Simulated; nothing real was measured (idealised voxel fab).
Process module, titled voxel wiring stack
cross-section cut | 235 nm wide | cells 5 nm
Just so we're on the same page, the cross-sections are grids of square cells, and they're listed out in bands top to bottom, each band one or more rows deep.
Band: top and bottom heights (nm) first, top before bottom; then materials from left to right, widths in nm. "everywhere" marks a sole material filling the band edge to edge. "blank" denotes empty space.
Convention: height 0 is the level below which the wafer, as received, is all one material. The lowest band does not terminate at the bottom but continues downward, represented as "0..down".
A width given as "30..40" starts at the first number in the band's top row and ends at the second number in its bottom row, shifting by an equal amount at every step from row to row.
No cell of the cross-section changed in a step that is given as "no change".
What "Trapped cavities" gives you is every empty space of 8 cells or more that is cut off from the top. Each appears as width x height at distance, with the distance taken from the left edge and width, height and distance all in nm.
On a step's line, text after the settings is the simulator commenting on that step.
Regarding "overlay nm": on a step with a mask, it is the distance the mask lay to the right of its planned place; a negative value places it to the left.

-- So here's the lineup of process steps we planned
step 1: op RECEIVE | material Si
step 2: op CONFORMAL_DEP | material SiO2 | thk nm 10
step 3: op CONFORMAL_DEP | material SiCN | thk nm 5
step 4: op DIRECTIONAL_DEP | material lowk | thk nm 15
step 5: op DIRECTIONAL_DEP | material aC | thk nm 15
step 6: op PATTERN | tone open | mask id METAL_1 | material resist | width nm 25 | pitch nm 50 | thk nm 30 | overlay nm 0
step 7: op DIRECTIONAL_ETCH | etch materials aC | depth nm 15
step 8: op STRIP | etch materials resist
step 9: op DIRECTIONAL_ETCH | etch materials lowk | depth nm 15
step 10: op DIRECTIONAL_ETCH | etch materials SiCN | depth nm 5
step 11: op STRIP | etch materials aC
step 12: op CONFORMAL_DEP | material TiN | thk nm 5
step 13: op FILL_DEP | material Cu | thk nm 10
step 14: op CMP | height nm 30
step 15: op CONFORMAL_DEP | material SiCN | thk nm 5
step 16: op DIRECTIONAL_DEP | material lowk | thk nm 15
step 17: op DIRECTIONAL_DEP | material aC | thk nm 10
step 18: op PATTERN | tone open | mask id PLUG_1 | material resist | width nm 15 | pitch nm 50 | thk nm 30 | overlay nm 0
step 19: op DIRECTIONAL_ETCH | etch materials aC | depth nm 10
step 20: op STRIP | etch materials resist
step 21: op DIRECTIONAL_ETCH | etch materials lowk | depth nm 15
step 22: op DIRECTIONAL_ETCH | etch materials SiCN | depth nm 5
step 23: op STRIP | etch materials aC
step 24: op CONFORMAL_DEP | material TiN | thk nm 5
step 25: op FILL_DEP | material Cu | thk nm 5
step 26: op CMP | height nm 50
step 27: op CONFORMAL_DEP | material SiCN | thk nm 5
step 28: op DIRECTIONAL_DEP | material SiO2 | thk nm 20
step 29: op PATTERN | tone open | mask id METAL_2 | material resist | width nm 25 | pitch nm 50 | thk nm 20 | overlay nm 0
step 30: op DIRECTIONAL_ETCH | etch materials SiO2 | depth nm 20
step 31: op DIRECTIONAL_ETCH | etch materials SiCN | depth nm 5
step 32: op STRIP | etch materials resist
step 33: op CONFORMAL_DEP | material TiN | thk nm 5
step 34: op FILL_DEP | material W | thk nm 10
step 35: op CMP | height nm 75
step 36: op CONFORMAL_DEP | material SiCN | thk nm 5
step 37: op DIRECTIONAL_DEP | material SiO2 | thk nm 25
step 38: op DIRECTIONAL_DEP | material aC | thk nm 15
step 39: op PATTERN | tone open | mask id METAL_3 | material resist | width nm 25 | pitch nm 50 | thk nm 35 | overlay nm 0
step 40: op DIRECTIONAL_ETCH | etch materials aC | depth nm 15
step 41: op STRIP | etch materials resist
step 42: op DIRECTIONAL_ETCH | etch materials SiO2 | depth nm 15
step 43: op STRIP | etch materials aC
step 44: op PATTERN | tone open | mask id METAL_3_HOLES | material resist | width nm 15 | pitch nm 50 | thk nm 15 | overlay nm 0
step 45: op DIRECTIONAL_ETCH | etch materials SiO2 | depth nm 10
step 46: op DIRECTIONAL_ETCH | etch materials SiCN | depth nm 5
step 47: op STRIP | etch materials resist
step 48: op CONFORMAL_DEP | material TiN | thk nm 5
step 49: op FILL_DEP | material Ru | thk nm 10
step 50: op CMP | height nm 105
step 51: op CONFORMAL_DEP | material SiCN | thk nm 5

-- as received, after step 1
  0..down  Si everywhere
  Trapped cavities: none

-- First of two wafers: cross-section at end of module, run per plan
  110..105  SiCN everywhere
  105..95  80 SiO2 / 5 TiN / 15 Ru / 5 TiN / 25 SiO2 / 5 TiN / 15 Ru / 5 TiN / 80 SiO2
  95..90  80 SiO2 / 5 TiN / 5 Ru / 15 TiN / 25 SiO2 / 5 TiN / 5 Ru / 15 TiN / 80 SiO2
  90..80  80 SiO2 / 5 TiN / 5 Ru / 5 TiN / 35 SiO2 / 5 TiN / 5 Ru / 5 TiN / 90 SiO2
  80..75  80 SiCN / 15 TiN / 35 SiCN / 15 TiN / 90 SiCN
  75..55  80 SiO2 / 5 TiN / 15 W / 5 TiN / 25 SiO2 / 5 TiN / 15 W / 5 TiN / 80 SiO2
  55..50  80 SiCN / 25 TiN / 25 SiCN / 25 TiN / 80 SiCN
  50..35  80 lowk / 5 TiN / 5 Cu / 5 TiN / 35 lowk / 5 TiN / 5 Cu / 5 TiN / 90 lowk
  35..30  80 SiCN / 15 TiN / 35 SiCN / 15 TiN / 90 SiCN
  30..15  80 lowk / 5 TiN / 15 Cu / 5 TiN / 25 lowk / 5 TiN / 15 Cu / 5 TiN / 80 lowk
  15..10  80 SiCN / 25 TiN / 25 SiCN / 25 TiN / 80 SiCN
  10..0  SiO2 everywhere
  0..down  Si everywhere
  Trapped cavities: none

-- Cross-section, second wafer: same start as the first, same plan as the first, one mistake in running it; taken at the end of the module
  110..105  SiCN everywhere
  105..95  80 SiO2 / 5 TiN / 15 Ru / 5 TiN / 25 SiO2 / 5 TiN / 15 Ru / 5 TiN / 80 SiO2
  95..90  80 SiO2 / 5 TiN / 5 Ru / 15 TiN / 25 SiO2 / 5 TiN / 5 Ru / 15 TiN / 80 SiO2
  90..80  80 SiO2 / 5 TiN / 5 Ru / 5 TiN / 35 SiO2 / 5 TiN / 5 Ru / 5 TiN / 90 SiO2
  80..75  80 SiCN / 15 TiN / 35 SiCN / 15 TiN / 90 SiCN
  75..55  80 SiO2 / 5 TiN / 15 W / 5 TiN / 25 SiO2 / 5 TiN / 15 W / 5 TiN / 80 SiO2
  55..50  80 SiCN / 25 TiN / 25 SiCN / 25 TiN / 80 SiCN
  50..35  80 lowk / 5 TiN / 5 Cu / 5 TiN / 35 lowk / 5 TiN / 5 Cu / 5 TiN / 90 lowk
  35..30  80 SiCN / 15 TiN / 35 SiCN / 15 TiN / 90 SiCN
  30..20  80 lowk / 5 TiN / 15 Cu / 5 TiN / 25 lowk / 5 TiN / 15 Cu / 5 TiN / 80 lowk
  20..15  80 lowk / 25 TiN / 25 lowk / 25 TiN / 80 lowk
  15..5  SiO2 everywhere
  5..0  SiCN everywhere
  0..down  Si everywhere
  Trapped cavities: none
Error vs. plan: the run placed steps 2 and 3 each in the position the plan gave to the other
Counted in cells at the end, the second wafer holds more or fewer of these materials than the first: Cu: 6 fewer; SiCN: 10 more; TiN: 4 fewer
